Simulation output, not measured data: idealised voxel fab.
process module | voxel spacer lines
cross-section cut | 210 nm wide | cells 5 nm
A cross-section is a grid of square cells, given in bands from the top down. A band is one or more rows of cells.
Each band's line starts with the height of the band's top and of its bottom, in nm. Then come its materials from left to right, each with its width in nm. One material with "throughout" fills the band from edge to edge. "air" is empty space.
Height 0 is the level under which the wafer as received is all one material. The lowest band goes on downwards, as in "0 down".
A width such as "30 to 40" changes by the same amount from each row of cells to the next, from the band's top row to its bottom row.
"no change" after a step means that no cell of the cross-section changed.
closed voids: empty space of 8 cells or more with no open way to the top, each as width x height at its distance from the left edge, in nm
after a step's settings: what the simulator itself notes on the step
overlay nm, on a step with a mask: how far to the right of its planned place the mask lay; to the left if negative
plan
1 op RECEIVE | material Si
2 op CONFORMAL_DEP | material Al2O3 | thk nm 10
3 op DIRECTIONAL_DEP | material W | thk nm 15
4 op DIRECTIONAL_DEP | material aC | thk nm 30
5 op PATTERN | tone cover | mask id MANDREL | material resist | width nm 20 | pitch nm 70 | thk nm 35 | overlay nm 0
6 op DIRECTIONAL_ETCH | etch materials aC | depth nm 30
7 op STRIP | etch materials resist
8 op CONFORMAL_DEP | material SiO2 | thk nm 15
9 op DIRECTIONAL_ETCH | etch materials SiO2 | depth nm 15
10 op STRIP | etch materials aC
11 op DIRECTIONAL_ETCH | etch materials W | depth nm 15
12 op STRIP | etch materials SiO2
13 op FILL_DEP | material lowk | thk nm 10
14 op CMP | height nm 25
as received, after step 1
  0 down: Si throughout
  closed voids: none
first wafer at the end, as planned
  25 to 10: lowk 45 | W 15 | lowk 20 | W 15 | lowk 20 | W 15 | lowk 20 | W 15 | lowk 45
  10 to 0: Al2O3 throughout
  0 down: Si throughout
  closed voids: none
second wafer at the end: like start, like plan, one mistake
  25 to 15: lowk throughout
  15 to 0: lowk 45 | W 15 | lowk 20 | W 15 | lowk 20 | W 15 | lowk 20 | W 15 | lowk 45
  0 down: Si throughout
  closed voids: none
what went wrong: step 2 was left out
at the end the second wafer has, in cells: 84 fewer of Al2O3 | 84 more of lowk
